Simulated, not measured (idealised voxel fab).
process module | voxel self aligned vias
cross-section cut | 280 nm wide | cells 5 nm
A cross-section is a grid of square cells, given in bands from the top down. A band is one or more rows of cells.
Each band's line starts with the height of the band's top and of its bottom, in nm. Then come its materials from left to right, each with its width in nm. One material with "throughout" fills the band from edge to edge. "air" is empty space.
Height 0 is the level under which the wafer as received is all one material. The lowest band goes on downwards, as in "0 down".
A width such as "30 to 40" changes by the same amount from each row of cells to the next, from the band's top row to its bottom row.
"no change" after a step means that no cell of the cross-section changed.
closed voids: empty space of 8 cells or more with no open way to the top, each as width x height at its distance from the left edge, in nm
after a step's settings: what the simulator itself notes on the step
overlay nm, on a step with a mask: how far to the right of its planned place the mask lay; to the left if negative
plan
1 op RECEIVE | material Si
2 op CONFORMAL_DEP | material SiO2 | thk nm 10
3 op CONFORMAL_DEP | material SiCN | thk nm 5
4 op DIRECTIONAL_DEP | material lowk | thk nm 20
5 op DIRECTIONAL_DEP | material aC | thk nm 10
6 op PATTERN | tone open | mask id LINES | material resist | width nm 25 | pitch nm 70 | thk nm 25 | overlay nm 0
7 op DIRECTIONAL_ETCH | etch materials aC | depth nm 10
8 op STRIP | etch materials resist
9 op DIRECTIONAL_ETCH | etch materials lowk | depth nm 20
10 op STRIP | etch materials aC
11 op CONFORMAL_DEP | material TiN | thk nm 5
12 op FILL_DEP | material Ru | thk nm 10
13 op CMP | height nm 35
14 op SELECTIVE_ETCH | etch materials W Ru TiN | depth nm 10
15 op FILL_DEP | material SiN | thk nm 10
16 op CMP | height nm 35
17 op DIRECTIONAL_DEP | material lowk | thk nm 15
18 op DIRECTIONAL_DEP | material aC | thk nm 15
19 op PATTERN | tone open | mask id VIAS | material resist | width nm 35 | pitch nm 70 | thk nm 30 | overlay nm 0
20 op DIRECTIONAL_ETCH | etch materials aC | depth nm 15
21 op STRIP | etch materials resist
22 op DIRECTIONAL_ETCH | etch materials lowk | depth nm 15
23 op DIRECTIONAL_ETCH | etch materials SiN | depth nm 10
24 op STRIP | etch materials aC
25 op CONFORMAL_DEP | material TiN | thk nm 5
26 op FILL_DEP | material W | thk nm 10
27 op CMP | height nm 50
28 op CONFORMAL_DEP | material SiCN | thk nm 5
varied across the wafers: width nm of step 19. The plan shows the first wafer's value. All wafers start alike
first wafer as received, after step 1
  0 down: Si throughout
  closed voids: none
first wafer at the end, after step 28
  55 to 50: SiCN throughout
  50 to 40: lowk 50 | TiN 5 | W 25 | TiN 5 | lowk 35 | TiN 5 | W 25 | TiN 5 | lowk 35 | TiN 5 | W 25 | TiN 5 | lowk 55
  40 to 30: lowk 50 to 55 | TiN 10 to 5 | W 15 | TiN 10 to 5 | lowk 35 to 45 | TiN 10 to 5 | W 15 | TiN 10 to 5 | lowk 35 to 45 | TiN 10 to 5 | W 15 | TiN 10 to 5 | lowk 55 to 60
  30 to 25: lowk 55 | TiN 25 | lowk 45 | TiN 25 | lowk 45 | TiN 25 | lowk 60
  25 to 20: lowk 55 | TiN 5 | Ru 15 | TiN 5 | lowk 45 | TiN 5 | Ru 15 | TiN 5 | lowk 45 | TiN 5 | Ru 15 | TiN 5 | lowk 60
  20 to 15: lowk 55 | TiN 25 | lowk 45 | TiN 25 | lowk 45 | TiN 25 | lowk 60
  15 to 10: SiCN throughout
  10 to 0: SiO2 throughout
  0 down: Si throughout
  closed voids: none
last wafer at the end
  55 to 50: SiCN throughout
  50 to 40: lowk 40 | TiN 5 | W 45 | TiN 5 | lowk 15 | TiN 5 | W 45 | TiN 5 | lowk 15 | TiN 5 | W 45 | TiN 5 | lowk 45
  40 to 30: lowk 40 to 55 | TiN 20 to 5 | W 15 | TiN 20 to 5 | lowk 15 to 45 | TiN 20 to 5 | W 15 | TiN 20 to 5 | lowk 15 to 45 | TiN 20 to 5 | W 15 | TiN 20 to 5 | lowk 45 to 60
  30 to 25: lowk 55 | TiN 25 | lowk 45 | TiN 25 | lowk 45 | TiN 25 | lowk 60
  25 to 20: lowk 55 | TiN 5 | Ru 15 | TiN 5 | lowk 45 | TiN 5 | Ru 15 | TiN 5 | lowk 45 | TiN 5 | Ru 15 | TiN 5 | lowk 60
  20 to 15: lowk 55 | TiN 25 | lowk 45 | TiN 25 | lowk 45 | TiN 25 | lowk 60
  15 to 10: SiCN throughout
  10 to 0: SiO2 throughout
  0 down: Si throughout
  closed voids: none
each wafer at the end: cells of each material gained (+) or lost (-) since it was received, then its closed voids
width nm 35 | +9 Ru | +112 SiCN | +112 SiO2 | +66 TiN | +48 W | +269 lowk | closed voids: none
width nm 40 | +9 Ru | +112 SiCN | +112 SiO2 | +69 TiN | +54 W | +260 lowk | closed voids: none
width nm 45 | +9 Ru | +112 SiCN | +112 SiO2 | +72 TiN | +60 W | +251 lowk | closed voids: none
width nm 50 | +9 Ru | +112 SiCN | +112 SiO2 | +75 TiN | +66 W | +242 lowk | closed voids: none
width nm 55 | +9 Ru | +112 SiCN | +112 SiO2 | +78 TiN | +72 W | +233 lowk | closed voids: none
